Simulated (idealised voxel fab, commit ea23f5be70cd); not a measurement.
Module name: voxel wiring stack (process module)
For reference, the cross-section in this document is cut, with width 185 nm and square cells of 5 nm.
Cross-sections here: square-cell grids, written as top-down lists of bands, a band being one or more rows of cells. Band: top height; bottom height; in nm. Then, left to right: material with width in nm, for each material. "full width": a single material spanning edge to edge. "empty": empty space. Basically, 0 is our baseline, since under it the wafer straight out of the box is all one material. The bottom band has no lower end and keeps on going down, so it looks like "0 and below". Width: "30..40" (first number = top row, second number = bottom row, same change from row to row of cells). Where a step carries "everything unchanged", the cross-section came out of it unchanged, cell for cell. "Voids, enclosed" enumerates empty spaces isolated from the top, with no open way to it, that contain at least 8 cells, giving each as width x height at distance from the left edge, all three in nm. Read whatever lies past the settings on a step's line as the simulator's own remark about the step. Regarding "overlay nm": on a step with a mask, it is the distance the mask lay to the right of its planned place; a negative value places it to the left.

### Steps in the process plan
1 RECEIVE: material Si
2 CONFORMAL_DEP: material SiO2, thk nm 15
3 DIRECTIONAL_DEP: material TiN, thk nm 5
4 DIRECTIONAL_DEP: material W, thk nm 15
5 PATTERN: tone cover, mask id METAL_1, material resist, width nm 20, pitch nm 45, thk nm 20, overlay nm 0
6 DIRECTIONAL_ETCH: etch materials W, depth nm 15
7 DIRECTIONAL_ETCH: etch materials TiN, depth nm 5
8 STRIP: etch materials resist
9 CONFORMAL_DEP: material SiN, thk nm 5
10 FILL_DEP: material lowk, thk nm 5
11 CMP: height nm 35
12 CONFORMAL_DEP: material SiCN, thk nm 5
13 DIRECTIONAL_DEP: material SiO2, thk nm 35
14 MASKED_ETCH: tone open, mask id METAL_2, width nm 20, pitch nm 45, etch materials SiO2, depth nm 20, overlay nm 0
15 DIRECTIONAL_DEP: material aC, thk nm 15
16 PATTERN: tone open, mask id METAL_2_HOLES, material resist, width nm 15, pitch nm 45, thk nm 35, overlay nm 0
17 DIRECTIONAL_ETCH: etch materials aC, depth nm 15
18 STRIP: etch materials resist
19 DIRECTIONAL_ETCH: etch materials SiO2, depth nm 15
20 DIRECTIONAL_ETCH: etch materials SiCN, depth nm 5
21 STRIP: etch materials aC
22 CONFORMAL_DEP: material TiN, thk nm 5
23 FILL_DEP: material Cu, thk nm 5
24 CMP: height nm 75
25 CONFORMAL_DEP: material SiCN, thk nm 5
26 DIRECTIONAL_DEP: material lowk, thk nm 10
27 PATTERN: tone open, mask id PLUG_2, material resist, width nm 15, thk nm 20, overlay nm 0
28 DIRECTIONAL_ETCH: etch materials lowk, depth nm 10
29 DIRECTIONAL_ETCH: etch materials SiCN, depth nm 5
30 STRIP: etch materials resist
31 CONFORMAL_DEP: material TiN, thk nm 5
32 FILL_DEP: material W, thk nm 5
33 CMP: height nm 90
34 CONFORMAL_DEP: material SiCN, thk nm 5
35 DIRECTIONAL_DEP: material SiO2, thk nm 25
36 PATTERN: tone open, mask id METAL_3, material resist, width nm 20, pitch nm 45, thk nm 20, overlay nm 0
37 DIRECTIONAL_ETCH: etch materials SiO2, depth nm 25
38 DIRECTIONAL_ETCH: etch materials SiCN, depth nm 5
39 STRIP: etch materials resist
40 CONFORMAL_DEP: material TiN, thk nm 5
41 FILL_DEP: material Cu, thk nm 10
42 CMP: height nm 120
43 CONFORMAL_DEP: material SiCN, thk nm 5
44 DIRECTIONAL_DEP: material lowk, thk nm 10
45 PATTERN: tone open, mask id PLUG_3, material resist, width nm 15, pitch nm 45, thk nm 15, overlay nm 0
46 DIRECTIONAL_ETCH: etch materials lowk, depth nm 10
47 DIRECTIONAL_ETCH: etch materials SiCN, depth nm 5
48 STRIP: etch materials resist
49 EPI: material Ru, thk nm 10
50 EPI: material Ru, thk nm 5
51 DIRECTIONAL_DEP: material TiN, thk nm 5
52 DIRECTIONAL_DEP: material W, thk nm 25
53 MASKED_ETCH: tone cover, mask id METAL_4, width nm 20, pitch nm 45, etch materials W, depth nm 25, overlay nm 0
54 MASKED_ETCH: tone cover, mask id METAL_4, width nm 20, pitch nm 45, etch materials TiN, depth nm 5, overlay nm 0
55 CONFORMAL_DEP: material SiN, thk nm 5
56 FILL_DEP: material SiO2, thk nm 10
57 CMP: height nm 165
58 CONFORMAL_DEP: material SiN, thk nm 5
varied across the wafers: thk nm of step 55. The plan shows the first wafer's value. All wafers start alike

### Cross-section of the first of several wafers as received (after step 1)
    0 and below: Si full width
    Voids, enclosed: none

### each wafer at the end: cells of each material gained (+) or lost (-) since it was received, then its closed voids
thk nm 5, +40 Cu, +18 Ru, +125 SiCN, +127 SiN, +590 SiO2, +87 TiN, +66 W, +205 lowk, Voids, enclosed: none
thk nm 10, +40 Cu, +18 Ru, +125 SiCN, +168 SiN, +549 SiO2, +87 TiN, +66 W, +205 lowk, Voids, enclosed: none
thk nm 15, +40 Cu, +18 Ru, +125 SiCN, +198 SiN, +519 SiO2, +87 TiN, +66 W, +205 lowk, Voids, enclosed: none
thk nm 20, +40 Cu, +18 Ru, +125 SiCN, +220 SiN, +497 SiO2, +87 TiN, +66 W, +205 lowk, Voids, enclosed: none
